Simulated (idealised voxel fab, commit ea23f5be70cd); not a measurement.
The name of this process module is voxel self aligned vias.
The width of the displayed cross-section, cut, is 265 nm; its cells are square, with a size of 5 nm.
Cross-section spec: square-cell grid; bands listed top down; each band is one or more rows.
This entry defines a band. It first specifies the height of the band's top and the height of its bottom in nm, and then specifies the band's materials from left to right, stating each material with its width in nm. The word "full width" identifies a single material that fills the band from edge to edge, while the word "air" identifies empty space.
For the purposes of this specification, 0 denotes the height below which the wafer in its as-received condition is composed wholly of one material, and the lowermost band, lacking a lower limit, extends downward without end, as expressed in "0 nm and below".
Quick explanation for "30 to 40": the width changes in equal steps down the rows of cells, from the first number in the band's top row to the second number in its bottom row.
It should be understood that the words "stayed the same", when stated for a given step, signify that the cross-section underwent no change in any of its cells during that step.
Entry "Closed empty spaces". Content: empty spaces with no open connection to the top, size 8 cells or greater. Each: width x height at distance. Distance: from left edge. Unit: nm.
The remark found on a step's line after its settings is issued by the simulator itself and pertains to that step.
"overlay nm", when on a step's line for a step with a mask, measures how far to the right of its planned place the mask lay; a negative measure means to the left.
STEPS PLANNED FOR THE PROCESS
1,RECEIVE | material Si
2,CONFORMAL_DEP | material SiO2 | thk nm 10
3,CONFORMAL_DEP | material SiCN | thk nm 5
4,DIRECTIONAL_DEP | material SiO2 | thk nm 25
5,MASKED_ETCH | tone open | mask id LINES | width nm 25 | pitch nm 60 | etch materials SiO2 | depth nm 25 | overlay nm 0
6,CONFORMAL_DEP | material TiN | thk nm 5
7,FILL_DEP | material W | thk nm 10
8,CMP | height nm 40
9,SELECTIVE_ETCH | etch materials W Ru TiN | depth nm 5
10,FILL_DEP | material SiN | thk nm 10
11,CMP | height nm 40
12,DIRECTIONAL_DEP | material SiO2 | thk nm 20
13,PATTERN | tone open | mask id VIAS | material resist | width nm 35 | pitch nm 120 | thk nm 20 | overlay nm 0
14,DIRECTIONAL_ETCH | etch materials SiO2 | depth nm 20
15,DIRECTIONAL_ETCH | etch materials SiN | depth nm 5
16,STRIP | etch materials resist
17,CONFORMAL_DEP | material TiN | thk nm 5
18,FILL_DEP | material Ru | thk nm 5
19,CMP | height nm 60
20,CONFORMAL_DEP | material SiN | thk nm 5
THE FIRST OF THE TWO WAFERS, WHICH RAN AS PLANNED
CROSS-SECTION OF THE INCOMING WAFER, STATE AFTER STEP 1
> 0 nm and below  Si full width
> Closed empty spaces: none
WAFER SECTION VIEW AFTER PROCESSING STEP 2
> 10 nm to 0 nm  SiO2 full width
> below 0: unchanged
WAFER SECTION VIEW AFTER PROCESSING STEP 3
> 15 nm to 10 nm  SiCN full width
> below 10: unchanged
WAFER SECTION VIEW AFTER PROCESSING STEP 4
> 40 nm to 15 nm  SiO2 full width
> below 15: unchanged
WAFER SECTION VIEW AFTER PROCESSING STEP 5
> 40 nm to 15 nm  SiO2 (60); air (25); SiO2 (35); air (25); SiO2 (35); air (25); SiO2 (60)
> below 15: unchanged
WAFER SECTION VIEW AFTER PROCESSING STEP 6
> 45 nm to 40 nm  TiN (65); air (15); TiN (45); air (15); TiN (45); air (15); TiN (65)
> 40 nm to 20 nm  SiO2 (60); TiN (5); air (15); TiN (5); SiO2 (35); TiN (5); air (15); TiN (5); SiO2 (35); TiN (5); air (15); TiN (5); SiO2 (60)
> 20 nm to 15 nm  SiO2 (60); TiN (25); SiO2 (35); TiN (25); SiO2 (35); TiN (25); SiO2 (60)
> below 15: unchanged
WAFER SECTION VIEW AFTER PROCESSING STEP 7
> 55 nm to 45 nm  W full width
> 45 nm to 40 nm  TiN (65); W (15); TiN (45); W (15); TiN (45); W (15); TiN (65)
> 40 nm to 20 nm  SiO2 (60); TiN (5); W (15); TiN (5); SiO2 (35); TiN (5); W (15); TiN (5); SiO2 (35); TiN (5); W (15); TiN (5); SiO2 (60)
> below 20: unchanged
WAFER SECTION VIEW AFTER PROCESSING STEP 8
> 40 nm to 20 nm  SiO2 (60); TiN (5); W (15); TiN (5); SiO2 (35); TiN (5); W (15); TiN (5); SiO2 (35); TiN (5); W (15); TiN (5); SiO2 (60)
> below 20: unchanged
WAFER SECTION VIEW AFTER PROCESSING STEP 9
> 40 nm to 35 nm  SiO2 (60); air (25); SiO2 (35); air (25); SiO2 (35); air (25); SiO2 (60)
> below 35: unchanged
WAFER SECTION VIEW AFTER PROCESSING STEP 10
> 50 nm to 40 nm  SiN full width
> 40 nm to 35 nm  SiO2 (60); SiN (25); SiO2 (35); SiN (25); SiO2 (35); SiN (25); SiO2 (60)
> below 35: unchanged
WAFER SECTION VIEW AFTER PROCESSING STEP 11
> 40 nm to 35 nm  SiO2 (60); SiN (25); SiO2 (35); SiN (25); SiO2 (35); SiN (25); SiO2 (60)
> below 35: unchanged
WAFER SECTION VIEW AFTER PROCESSING STEP 12
> 60 nm to 40 nm  SiO2 full width
> below 40: unchanged
WAFER SECTION VIEW AFTER PROCESSING STEP 13
> 80 nm to 60 nm  resist (55); air (35); resist (85); air (35); resist (55)
> below 60: unchanged
WAFER SECTION VIEW AFTER PROCESSING STEP 14
> 80 nm to 60 nm  resist (55); air (35); resist (85); air (35); resist (55)
> 60 nm to 40 nm  SiO2 (55); air (35); SiO2 (85); air (35); SiO2 (55)
> below 40: unchanged
WAFER SECTION VIEW AFTER PROCESSING STEP 15
> 80 nm to 60 nm  resist (55); air (35); resist (85); air (35); resist (55)
> 60 nm to 40 nm  SiO2 (55); air (35); SiO2 (85); air (35); SiO2 (55)
> 40 nm to 35 nm  SiO2 (60); air (25); SiO2 (35); SiN (25); SiO2 (35); air (25); SiO2 (60)
> below 35: unchanged
WAFER SECTION VIEW AFTER PROCESSING STEP 16
> 60 nm to 40 nm  SiO2 (55); air (35); SiO2 (85); air (35); SiO2 (55)
> below 40: unchanged
WAFER SECTION VIEW AFTER PROCESSING STEP 17
> 65 nm to 60 nm  TiN (60); air (25); TiN (95); air (25); TiN (60)
> 60 nm to 45 nm  SiO2 (55); TiN (5); air (25); TiN (5); SiO2 (85); TiN (5); air (25); TiN (5); SiO2 (55)
> 45 nm to 40 nm  SiO2 (55); TiN (10); air (15); TiN (10); SiO2 (85); TiN (10); air (15); TiN (10); SiO2 (55)
> 40 nm to 35 nm  SiO2 (60); TiN (25); SiO2 (35); SiN (25); SiO2 (35); TiN (25); SiO2 (60)
> below 35: unchanged
WAFER SECTION VIEW AFTER PROCESSING STEP 18
> 70 nm to 65 nm  Ru full width
> 65 nm to 60 nm  TiN (60); Ru (25); TiN (95); Ru (25); TiN (60)
> 60 nm to 45 nm  SiO2 (55); TiN (5); Ru (25); TiN (5); SiO2 (85); TiN (5); Ru (25); TiN (5); SiO2 (55)
> 45 nm to 40 nm  SiO2 (55); TiN (10); Ru (15); TiN (10); SiO2 (85); TiN (10); Ru (15); TiN (10); SiO2 (55)
> below 40: unchanged
WAFER SECTION VIEW AFTER PROCESSING STEP 19
> 60 nm to 45 nm  SiO2 (55); TiN (5); Ru (25); TiN (5); SiO2 (85); TiN (5); Ru (25); TiN (5); SiO2 (55)
> below 45: unchanged
WAFER SECTION VIEW AFTER PROCESSING STEP 20
> 65 nm to 60 nm  SiN full width
> below 60: unchanged
THE SECOND WAFER BEGAN EXACTLY AS THE FIRST DID AND FOLLOWED THE SAME PLAN, BUT ONE MISTAKE WAS MADE WHILE RUNNING IT; THROUGH STEP 2 INCLUSIVE, THE TWO WAFERS ARE IDENTICAL
Second wafer, cut view, end of step 3 per plan: stayed the same
SECOND WAFER, CUT VIEW, END OF STEP 4 PER PLAN
> 35 nm to 0 nm  SiO2 full width
> below 0: unchanged
SECOND WAFER, CUT VIEW, END OF STEP 5 PER PLAN
> 35 nm to 10 nm  SiO2 (60); air (25); SiO2 (35); air (25); SiO2 (35); air (25); SiO2 (60)
> below 10: unchanged
SECOND WAFER, CUT VIEW, END OF STEP 6 PER PLAN
> 40 nm to 35 nm  TiN (65); air (15); TiN (45); air (15); TiN (45); air (15); TiN (65)
> 35 nm to 15 nm  SiO2 (60); TiN (5); air (15); TiN (5); SiO2 (35); TiN (5); air (15); TiN (5); SiO2 (35); TiN (5); air (15); TiN (5); SiO2 (60)
> 15 nm to 10 nm  SiO2 (60); TiN (25); SiO2 (35); TiN (25); SiO2 (35); TiN (25); SiO2 (60)
> below 10: unchanged
SECOND WAFER, CUT VIEW, END OF STEP 7 PER PLAN
> 50 nm to 40 nm  W full width
> 40 nm to 35 nm  TiN (65); W (15); TiN (45); W (15); TiN (45); W (15); TiN (65)
> 35 nm to 15 nm  SiO2 (60); TiN (5); W (15); TiN (5); SiO2 (35); TiN (5); W (15); TiN (5); SiO2 (35); TiN (5); W (15); TiN (5); SiO2 (60)
> below 15: unchanged
SECOND WAFER, CUT VIEW, END OF STEP 8 PER PLAN
> 40 nm to 35 nm  TiN (65); W (15); TiN (45); W (15); TiN (45); W (15); TiN (65)
> below 35: unchanged
SECOND WAFER, CUT VIEW, END OF STEP 9 PER PLAN
> 35 nm to 15 nm  SiO2 (60); TiN (5); W (15); TiN (5); SiO2 (35); TiN (5); W (15); TiN (5); SiO2 (35); TiN (5); W (15); TiN (5); SiO2 (60)
> below 15: unchanged
SECOND WAFER, CUT VIEW, END OF STEP 10 PER PLAN
> 45 nm to 35 nm  SiN full width
> below 35: unchanged
SECOND WAFER, CUT VIEW, END OF STEP 11 PER PLAN
> 40 nm to 35 nm  SiN full width
> below 35: unchanged
SECOND WAFER, CUT VIEW, END OF STEP 12 PER PLAN
> 60 nm to 40 nm  SiO2 full width
> below 40: unchanged
SECOND WAFER, CUT VIEW, END OF STEP 13 PER PLAN
> 80 nm to 60 nm  resist (55); air (35); resist (85); air (35); resist (55)
> below 60: unchanged
SECOND WAFER, CUT VIEW, END OF STEP 14 PER PLAN
> 80 nm to 60 nm  resist (55); air (35); resist (85); air (35); resist (55)
> 60 nm to 40 nm  SiO2 (55); air (35); SiO2 (85); air (35); SiO2 (55)
> below 40: unchanged
SECOND WAFER, CUT VIEW, END OF STEP 15 PER PLAN
> 80 nm to 60 nm  resist (55); air (35); resist (85); air (35); resist (55)
> 60 nm to 40 nm  SiO2 (55); air (35); SiO2 (85); air (35); SiO2 (55)
> 40 nm to 35 nm  SiN (55); air (35); SiN (85); air (35); SiN (55)
> below 35: unchanged
SECOND WAFER, CUT VIEW, END OF STEP 16 PER PLAN
> 60 nm to 40 nm  SiO2 (55); air (35); SiO2 (85); air (35); SiO2 (55)
> below 40: unchanged
SECOND WAFER, CUT VIEW, END OF STEP 17 PER PLAN
> 65 nm to 60 nm  TiN (60); air (25); TiN (95); air (25); TiN (60)
> 60 nm to 40 nm  SiO2 (55); TiN (5); air (25); TiN (5); SiO2 (85); TiN (5); air (25); TiN (5); SiO2 (55)
> 40 nm to 35 nm  SiN (55); TiN (35); SiN (85); TiN (35); SiN (55)
> below 35: unchanged
SECOND WAFER, CUT VIEW, END OF STEP 18 PER PLAN
> 70 nm to 65 nm  Ru full width
> 65 nm to 60 nm  TiN (60); Ru (25); TiN (95); Ru (25); TiN (60)
> 60 nm to 40 nm  SiO2 (55); TiN (5); Ru (25); TiN (5); SiO2 (85); TiN (5); Ru (25); TiN (5); SiO2 (55)
> below 40: unchanged
SECOND WAFER, CUT VIEW, END OF STEP 19 PER PLAN
> 60 nm to 40 nm  SiO2 (55); TiN (5); Ru (25); TiN (5); SiO2 (85); TiN (5); Ru (25); TiN (5); SiO2 (55)
> below 40: unchanged
SECOND WAFER, CUT VIEW, END OF STEP 20 PER PLAN
> 65 nm to 60 nm  SiN full width
> below 60: unchanged
So what did we get wrong on this run? step 3 from the plan never happened, it was just skipped
Once processing is complete, comparing cell counts shows that the second wafer has more or fewer of certain materials than the first: Ru: 4 more | SiCN: 53 fewer | SiN: 34 more | TiN: 6 more | W: 9 more
